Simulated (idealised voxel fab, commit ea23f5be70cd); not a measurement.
The process module presented herein is designated voxel fin reveal.
The cross-section shown here is cut; it is 285 nm wide and divided into square cells measuring 5 nm on a side.
Format of a cross-section: grid, square cells. Given as bands. Order: top down. Band: one or more rows of cells. A band entry consists of two parts. The first gives the height of the band's top and the height of its bottom, in nm. The rest lists the band's materials from left to right, each with its width in nm. A single material labelled with the word "edge to edge" fills the band from edge to edge, and the word "empty" marks empty space. The level at which height equals 0 is the one under which the wafer, as it arrives, is entirely one material. No lower edge exists for the bottom band, which continues downward and is notated as in "top 0, no bottom". Read "30 to 40" as a graded width: first number on top, second number at the bottom, same change between each pair of neighbouring rows. No cell of the cross-section changed in a step that is given as "no modification". In "Completely sealed voids" the enclosed voids are listed, meaning empty spaces of 8 cells or larger without any opening to the top. The form is width x height at distance, distance from the left edge, units nm. On a step's line, text after the settings is the simulator commenting on that step. "overlay nm", when on a step's line for a step with a mask, measures how far to the right of its planned place the mask lay; a negative measure means to the left.

**The process steps that were planned are listed below**
1: RECEIVE | material Si
2: CONFORMAL_DEP | material SiN | thk nm 10
3: DIRECTIONAL_DEP | material aC | thk nm 15
4: PATTERN | tone cover | mask id FINS | material resist | width nm 15 | pitch nm 45 | thk nm 35 | overlay nm 0
5: DIRECTIONAL_ETCH | etch materials aC | depth nm 15
6: STRIP | etch materials resist
7: DIRECTIONAL_ETCH | etch materials SiN | depth nm 10
8: DIRECTIONAL_ETCH | etch materials Si | depth nm 35
9: STRIP | etch materials aC
10: FILL_DEP | material SiO2 | thk nm 10
11: CMP | height nm 10
12: SELECTIVE_ETCH | etch materials SiO2 | depth nm 35
13: STRIP | etch materials SiN
14: CONFORMAL_DEP | material HfO2 | thk nm 5

**First of two wafers - as planned**

**Cross-section of the incoming wafer, state after step 1**
> top 0, no bottom: Si edge to edge
> Completely sealed voids: none

**Wafer after step 2 (cross-section)**
> top 10, bottom 0: SiN edge to edge
> Under the height 0 nothing was changed.

**Wafer after step 3 (cross-section)**
> top 25, bottom 10: aC edge to edge
> Under the height 10 nothing was changed.

**Wafer after step 4 (cross-section)**
> top 60, bottom 25: empty: 90 | resist: 15 | empty: 30 | resist: 15 | empty: 30 | resist: 15 | empty: 90
> Under the height 25 nothing was changed.

**Wafer after step 5 (cross-section)**
> top 45, bottom 25: empty: 90 | resist: 15 | empty: 30 | resist: 15 | empty: 30 | resist: 15 | empty: 90
> top 25, bottom 10: empty: 90 | aC: 15 | empty: 30 | aC: 15 | empty: 30 | aC: 15 | empty: 90
> Under the height 10 nothing was changed.

**Wafer after step 6 (cross-section)**
> top 25, bottom 10: empty: 90 | aC: 15 | empty: 30 | aC: 15 | empty: 30 | aC: 15 | empty: 90
> Under the height 10 nothing was changed.

**Wafer after step 7 (cross-section)**
> top 25, bottom 10: empty: 90 | aC: 15 | empty: 30 | aC: 15 | empty: 30 | aC: 15 | empty: 90
> top 10, bottom 0: empty: 90 | SiN: 15 | empty: 30 | SiN: 15 | empty: 30 | SiN: 15 | empty: 90
> Under the height 0 nothing was changed.

**Wafer after step 8 (cross-section)**
> top 25, bottom 10: empty: 90 | aC: 15 | empty: 30 | aC: 15 | empty: 30 | aC: 15 | empty: 90
> top 10, bottom 0: empty: 90 | SiN: 15 | empty: 30 | SiN: 15 | empty: 30 | SiN: 15 | empty: 90
> top 0, bottom -35: empty: 90 | Si: 15 | empty: 30 | Si: 15 | empty: 30 | Si: 15 | empty: 90
> Under the height -35 nothing was changed.

**Wafer after step 9 (cross-section)**
> top 10, bottom 0: empty: 90 | SiN: 15 | empty: 30 | SiN: 15 | empty: 30 | SiN: 15 | empty: 90
> Under the height 0 nothing was changed.

**Wafer after step 10 (cross-section)**
> top 20, bottom 10: SiO2 edge to edge
> top 10, bottom 0: SiO2: 90 | SiN: 15 | SiO2: 30 | SiN: 15 | SiO2: 30 | SiN: 15 | SiO2: 90
> top 0, bottom -35: SiO2: 90 | Si: 15 | SiO2: 30 | Si: 15 | SiO2: 30 | Si: 15 | SiO2: 90
> Under the height -35 nothing was changed.

**Wafer after step 11 (cross-section)**
> top 10, bottom 0: SiO2: 90 | SiN: 15 | SiO2: 30 | SiN: 15 | SiO2: 30 | SiN: 15 | SiO2: 90
> Under the height 0 nothing was changed.

**Wafer after step 12 (cross-section)**
> top 10, bottom 0: empty: 90 | SiN: 15 | empty: 30 | SiN: 15 | empty: 30 | SiN: 15 | empty: 90
> top 0, bottom -25: empty: 90 | Si: 15 | empty: 30 | Si: 15 | empty: 30 | Si: 15 | empty: 90
> Under the height -25 nothing was changed.

**Wafer after step 13 (cross-section)**
> top 0, bottom -25: empty: 90 | Si: 15 | empty: 30 | Si: 15 | empty: 30 | Si: 15 | empty: 90
> Under the height -25 nothing was changed.

**Wafer after step 14 (cross-section)**
> top 5, bottom 0: empty: 85 | HfO2: 25 | empty: 20 | HfO2: 25 | empty: 20 | HfO2: 25 | empty: 85
> top 0, bottom -20: empty: 85 | HfO2: 5 | Si: 15 | HfO2: 5 | empty: 20 | HfO2: 5 | Si: 15 | HfO2: 5 | empty: 20 | HfO2: 5 | Si: 15 | HfO2: 5 | empty: 85
> top -20, bottom -25: HfO2: 90 | Si: 15 | HfO2: 30 | Si: 15 | HfO2: 30 | Si: 15 | HfO2: 90
> Under the height -25 nothing was changed.

**Wafer two. Same start, same plan, one slip in execution. Same as wafer one through step 9, inclusive**

**Second wafer profile in section, at the moment step 10 of the plan was meant to be complete**
> top 20, bottom 10: aC edge to edge
> top 10, bottom 0: aC: 90 | SiN: 15 | aC: 30 | SiN: 15 | aC: 30 | SiN: 15 | aC: 90
> top 0, bottom -35: aC: 90 | Si: 15 | aC: 30 | Si: 15 | aC: 30 | Si: 15 | aC: 90
> Under the height -35 nothing was changed.

**Second wafer profile in section, at the moment step 11 of the plan was meant to be complete**
> top 10, bottom 0: aC: 90 | SiN: 15 | aC: 30 | SiN: 15 | aC: 30 | SiN: 15 | aC: 90
> Under the height 0 nothing was changed.

Second wafer profile in section, at the moment step 12 of the plan was meant to be complete: no modification

**Second wafer profile in section, at the moment step 13 of the plan was meant to be complete**
> top 10, bottom 0: aC: 90 | empty: 15 | aC: 30 | empty: 15 | aC: 30 | empty: 15 | aC: 90
> Under the height 0 nothing was changed.

**Second wafer profile in section, at the moment step 14 of the plan was meant to be complete**
> top 15, bottom 10: HfO2: 95 | empty: 5 | HfO2: 40 | empty: 5 | HfO2: 40 | empty: 5 | HfO2: 95
> top 10, bottom 5: aC: 90 | HfO2: 5 | empty: 5 | HfO2: 5 | aC: 30 | HfO2: 5 | empty: 5 | HfO2: 5 | aC: 30 | HfO2: 5 | empty: 5 | HfO2: 5 | aC: 90
> top 5, bottom 0: aC: 90 | HfO2: 15 | aC: 30 | HfO2: 15 | aC: 30 | HfO2: 15 | aC: 90
> Under the height 0 nothing was changed.
Misprocessing identified: in deviation from the planned setting, step 10 was conducted as FILL_DEP | material aC | thk nm 10
Upon completion, the second wafer contains, in terms of cells, a greater or smaller amount of certain materials than the first wafer: HfO2 -18 | SiO2 -96 | aC +432
